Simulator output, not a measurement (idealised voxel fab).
The name of this process module is voxel self aligned vias.
We display cut, a cross-section 175 nm in width whose square cells are each 5 nm.
Cross-sections here: square-cell grids, written as top-down lists of bands, a band being one or more rows of cells.
First you get the band's top height and its bottom height, in nm, and then the materials it's made of, left to right, with each width in nm. If you see a single material with "edge to edge", that one covers the band edge to edge. "blank" is empty space.
Note: height 0 marks the level under which the wafer is uniformly one material as received. Lowest band unbounded below, written "top 0, no bottom".
Quick explanation for "30..40": the width changes in equal steps down the rows of cells, from the first number in the band's top row to the second number in its bottom row.
When a step is marked "remained unchanged", none of the cells in the cross-section changed during that step.
The list in "Enclosed cavities" covers empty spaces of 8 cells or more that cannot reach the top through any open way, and it gives each as width x height at distance; the distance is from the left edge, and width, height and distance are in nm.
after a step's settings: what the simulator itself notes on the step
For masked steps, "overlay nm" on the step line gives how far right of plan the mask actually lay; a minus sign means it lay to the left.

Process steps (planned):
1. RECEIVE (material Si)
2. CONFORMAL_DEP (material SiO2; thk nm 10)
3. CONFORMAL_DEP (material SiCN; thk nm 5)
4. DIRECTIONAL_DEP (material SiO2; thk nm 25)
5. PATTERN (tone open; mask id LINES; material resist; width nm 30; pitch nm 65; thk nm 20; overlay nm 0)
6. DIRECTIONAL_ETCH (etch materials SiO2; depth nm 25)
7. STRIP (etch materials resist)
8. CONFORMAL_DEP (material TiN; thk nm 5)
9. FILL_DEP (material W; thk nm 10)
10. CMP (height nm 40)
11. SELECTIVE_ETCH (etch materials W Ru TiN; depth nm 10)
12. FILL_DEP (material SiN; thk nm 10)
13. CMP (height nm 40)
14. DIRECTIONAL_DEP (material SiO2; thk nm 15)
15. DIRECTIONAL_DEP (material aC; thk nm 10)
16. PATTERN (tone open; mask id VIAS; material resist; width nm 50; thk nm 25; overlay nm 0)
17. DIRECTIONAL_ETCH (etch materials aC; depth nm 10)
18. STRIP (etch materials resist)
19. DIRECTIONAL_ETCH (etch materials SiO2; depth nm 15)
20. DIRECTIONAL_ETCH (etch materials SiN; depth nm 10)
21. STRIP (etch materials aC)
22. CONFORMAL_DEP (material TiN; thk nm 5)
23. FILL_DEP (material Ru; thk nm 10)
24. CMP (height nm 55)
25. CONFORMAL_DEP (material SiN; thk nm 5)

Cross-section: wafer on arrival = after step 1:
	top 0, no bottom = Si edge to edge
	Enclosed cavities: none

Starting structure and process plan are as shown above, but one mistake was made in running the module; the wafer cross-section at the end of the module follows:
	top 60, bottom 55 = SiN edge to edge
	top 55, bottom 40 = 30 nm SiO2; 5 nm TiN; 40 nm Ru; 5 nm TiN; 95 nm SiO2
	top 40, bottom 35 = 30 nm SiO2; 5 nm TiN; 40 nm Ru; 5 nm TiN; 25 nm SiO2; 30 nm SiN; 40 nm SiO2
	top 35, bottom 30 = 30 nm SiO2; 50 nm TiN; 25 nm SiO2; 30 nm SiN; 40 nm SiO2
	top 30, bottom 20 = 30..40 nm SiO2; 15..5 nm TiN; 20 nm W; 15..5 nm TiN; 25..35 nm SiO2; 5 nm TiN; 20 nm W; 5 nm TiN; 40 nm SiO2
	top 20, bottom 15 = 40 nm SiO2; 30 nm TiN; 35 nm SiO2; 30 nm TiN; 40 nm SiO2
	top 15, bottom 10 = SiCN edge to edge
	top 10, bottom 0 = SiO2 edge to edge
	top 0, no bottom = Si edge to edge
	Enclosed cavities: none
Nonconformance to the process plan: step 19 of the plan was twice carried out
